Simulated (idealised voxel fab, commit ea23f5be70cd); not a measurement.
Process module in this document: voxel self aligned contacts
For reference, the cross-section in this document is cut, with width 280 nm and square cells of 5 nm.
Bands, listed from the top down, are how a cross-section gets written in this document; the cross-section itself is a grid of square cells, and a band is one or more rows of them. Within each band entry, the heights of the top and of the bottom of the band appear first, in that order and in nm; the materials of the band then follow from left to right, each with its corresponding width in nm. The designation "everywhere" on a single material indicates that it fills the band from edge to edge; the designation "blank" indicates empty space. Measure heights from 0. That's the level where, below it, the as-received wafer is all one material. The lowest band is bottomless and extends downward; write it as in "from 0 down". Read "30..40" as a graded width: first number on top, second number at the bottom, same change between each pair of neighbouring rows. "identical to before" means the step left every cell of the cross-section as it was. Heads up: "Enclosed void inventory" only lists the empty pockets with no open path to the top that are 8 cells or more, and it writes them as width x height at distance, distance from the left edge, in nm. That trailing text on a step's line, after the settings, is the simulator's own remark on the step. Among the settings permitted on a step's line is "overlay nm"; applied to a step with a mask, it specifies the extent to which the mask lay to the right of its planned position, whereas a negative figure signifies a position to the left.

Process steps (planned)
1. RECEIVE, material Si
2. CONFORMAL_DEP, material SiO2, thk nm 5
3. DIRECTIONAL_DEP, material polySi, thk nm 25
4. DIRECTIONAL_DEP, material SiN, thk nm 20
5. DIRECTIONAL_DEP, material aC, thk nm 10
6. PATTERN, tone cover, mask id GATE, material resist, width nm 35, pitch nm 70, thk nm 25, overlay nm 0
7. DIRECTIONAL_ETCH, etch materials aC, depth nm 10
8. STRIP, etch materials resist
9. DIRECTIONAL_ETCH, etch materials SiN, depth nm 20
10. DIRECTIONAL_ETCH, etch materials polySi, depth nm 25
11. STRIP, etch materials aC
12. CONFORMAL_DEP, material SiN, thk nm 5
13. DIRECTIONAL_ETCH, etch materials SiN, depth nm 5
14. FILL_DEP, material SiO2, thk nm 10
15. CMP, height nm 55
16. DIRECTIONAL_DEP, material aC, thk nm 10
17. PATTERN, tone open, mask id CONTACT, material resist, width nm 55, pitch nm 70, thk nm 25, overlay nm 0
18. DIRECTIONAL_ETCH, etch materials aC, depth nm 10
19. STRIP, etch materials resist
20. DIRECTIONAL_ETCH, etch materials SiO2, depth nm 55
21. STRIP, etch materials aC
22. CONFORMAL_DEP, material TiN, thk nm 5
23. FILL_DEP, material Ru, thk nm 10
24. CMP, height nm 55
25. CONFORMAL_DEP, material SiN, thk nm 5

Cross-section of the incoming wafer, state after step 1
  from 0 down = Si everywhere
  Enclosed void inventory: none

Sectioned view, first of two wafers, at the close of the module, processed as intended in the plan
  from 60 to 55 = SiN everywhere
  from 55 to 50 = 75 of SiO2; 20 of TiN; 15 of Ru; 20 of TiN; 15 of SiO2; 20 of TiN; 15 of Ru; 20 of TiN; 80 of SiO2
  from 50 to 30 = 45 of SiO2; 45 of SiN; 5 of TiN; 15 of Ru; 5 of TiN; 45 of SiN; 5 of TiN; 15 of Ru; 5 of TiN; 45 of SiN; 50 of SiO2
  from 30 to 5 = 45 of SiO2; 5 of SiN; 35 of polySi; 5 of SiN; 5 of TiN; 15 of Ru; 5 of TiN; 5 of SiN; 35 of polySi; 5 of SiN; 5 of TiN; 15 of Ru; 5 of TiN; 5 of SiN; 35 of polySi; 5 of SiN; 50 of SiO2
  from 5 to 0 = 90 of SiO2; 25 of TiN; 45 of SiO2; 25 of TiN; 95 of SiO2
  from 0 down = Si everywhere
  Enclosed void inventory: none

Second wafer through the module, sectioned at the end: same beginning and same plan as the first wafer, with one mistake in carrying it out
  from 60 to 55 = SiN everywhere
  from 55 to 50 = 75 of SiO2; 55 of TiN; 15 of SiO2; 55 of TiN; 80 of SiO2
  from 50 to 30 = 55 of SiN; 20 of SiO2; 5 of TiN; 45 of SiN; 5 of TiN; 15 of SiO2; 5 of TiN; 45 of SiN; 5 of TiN; 20 of SiO2; 60 of SiN
  from 30 to 5 = 50 of polySi; 5 of SiN; 20 of SiO2; 5 of TiN; 5 of SiN; 35 of polySi; 5 of SiN; 5 of TiN; 15 of SiO2; 5 of TiN; 5 of SiN; 35 of polySi; 5 of SiN; 5 of TiN; 20 of SiO2; 5 of SiN; 55 of polySi
  from 5 to 0 = 75 of SiO2; 5 of TiN; 45 of SiO2; 5 of TiN; 15 of SiO2; 5 of TiN; 45 of SiO2; 5 of TiN; 80 of SiO2
  from 0 down = Si everywhere
  Enclosed void inventory: none
It is concluded that the wafer was processed incorrectly with respect to the plan, in that step 6 ran with different settings than intended, the actual operation and settings being PATTERN, tone open, mask id GATE, material resist, width nm 35, pitch nm 70, thk nm 25, overlay nm 0
Once processing is complete, comparing cell counts shows that the second wafer has more or fewer of certain materials than the first: -60 Ru; +56 SiN; -66 SiO2; +70 polySi
